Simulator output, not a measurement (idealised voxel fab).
Name of the process module below: voxel capacitor over wiring
265 nm wide, 5 nm square cells: that's cross-section cut.
Cross-section = grid of square cells, listed top down in bands; band = one or more rows.
The band entry comprises the height of the band's top followed by the height of its bottom, expressed in nm, and subsequently the band's materials from left to right, each stated together with its width in nm. Where a single material is marked with the word "throughout", that material fills the band from edge to edge. The word "air" represents empty space.
Heights from 0 (as-received wafer is one material below). Bottom band endless downward, as "0 nm and below".
Width spec "30 to 40" -> top row of cells at first value, bottom row at second value, equal per-row change in between.
Any step labelled "nothing altered" changed none of the cells in the cross-section.
In the "Completely enclosed voids" entry, you get each enclosed empty space of 8 cells or more, one with no open way to the top, written width x height at distance, distance from the left edge, in nm.
Heads up: the bit after the settings on a step's line is the simulator's remark on that step.
overlay nm: mask right of planned place by this much (step with mask). Neg. = left.

# So here's the lineup of process steps we planned
1,RECEIVE: material Si
2,CONFORMAL_DEP: material SiO2, thk nm 15
3,CONFORMAL_DEP: material SiN, thk nm 5
4,DIRECTIONAL_DEP: material SiO2, thk nm 20
5,PATTERN: tone open, mask id METAL_1, material resist, width nm 30, pitch nm 80, thk nm 15, overlay nm 0
6,DIRECTIONAL_ETCH: etch materials SiO2, depth nm 20
7,DIRECTIONAL_ETCH: etch materials SiN, depth nm 5
8,STRIP: etch materials resist
9,CONFORMAL_DEP: material TiN, thk nm 5
10,FILL_DEP: material Ru, thk nm 5
11,CMP: height nm 40
12,EPI: material Ru, thk nm 5
13,FILL_DEP: material SiCN, thk nm 5
14,DIRECTIONAL_DEP: material SiO2, thk nm 20
15,MASKED_ETCH: tone open, mask id PLUG_1, width nm 15, etch materials SiO2, depth nm 20, overlay nm 0
16,MASKED_ETCH: tone open, mask id PLUG_1, width nm 15, etch materials SiCN, depth nm 5, overlay nm 0
17,EPI: material Ru, thk nm 10
18,EPI: material Ru, thk nm 10
19,EPI: material Ru, thk nm 5
20,DIRECTIONAL_DEP: material TiN, thk nm 10
21,DIRECTIONAL_DEP: material Al2O3, thk nm 5
22,DIRECTIONAL_DEP: material TiN, thk nm 10
23,DIRECTIONAL_DEP: material aC, thk nm 15
24,PATTERN: tone cover, mask id UPPER_PLATE, material resist, width nm 45, thk nm 30, overlay nm 0
25,DIRECTIONAL_ETCH: etch materials aC, depth nm 15
26,STRIP: etch materials resist
27,DIRECTIONAL_ETCH: etch materials TiN, depth nm 10
28,DIRECTIONAL_ETCH: etch materials Al2O3, depth nm 5
29,STRIP: etch materials aC
30,MASKED_ETCH: tone cover, mask id LOWER_PLATE, width nm 65, etch materials TiN, depth nm 10, overlay nm 0
31,FILL_DEP: material SiO2, thk nm 15
32,CMP: height nm 105
33,DIRECTIONAL_DEP: material aC, thk nm 10
34,PATTERN: tone open, mask id PLUG_2, material resist, width nm 15, thk nm 30, overlay nm 0
35,DIRECTIONAL_ETCH: etch materials aC, depth nm 10
36,STRIP: etch materials resist
37,DIRECTIONAL_ETCH: etch materials SiO2, depth nm 10
38,STRIP: etch materials aC
39,CONFORMAL_DEP: material TiN, thk nm 5
40,FILL_DEP: material Cu, thk nm 5
41,CMP: height nm 105
42,CONFORMAL_DEP: material SiCN, thk nm 5
The wafers in this document start out alike and differ in the width nm applied at step 24; the plan shows the value used for the first wafer.

# This is how the first of several wafers looked in cross-section when it arrived, which is after step 1
* 0 nm and below = Si throughout
* Completely enclosed voids: none

# What follows is a table in which each wafer occupies a row; for the wafer as it stands at the close of the module, the row states, material by material, how many cells have been gained (+) or lost (-) since receipt, and then gives its closed voids
width nm 45 | +9 Al2O3 | +1 Cu | +63 Ru | +140 SiCN | +41 SiN | +835 SiO2 | +77 TiN | Completely enclosed voids: none
width nm 50 | +10 Al2O3 | +1 Cu | +63 Ru | +140 SiCN | +41 SiN | +832 SiO2 | +79 TiN | Completely enclosed voids: none
width nm 55 | +11 Al2O3 | +1 Cu | +63 Ru | +140 SiCN | +41 SiN | +829 SiO2 | +81 TiN | Completely enclosed voids: none
width nm 60 | +12 Al2O3 | +1 Cu | +63 Ru | +140 SiCN | +41 SiN | +826 SiO2 | +83 TiN | Completely enclosed voids: none
width nm 65 | +13 Al2O3 | +1 Cu | +63 Ru | +140 SiCN | +41 SiN | +823 SiO2 | +85 TiN | Completely enclosed voids: none
width nm 70 | +14 Al2O3 | +1 Cu | +63 Ru | +140 SiCN | +41 SiN | +820 SiO2 | +87 TiN | Completely enclosed voids: none
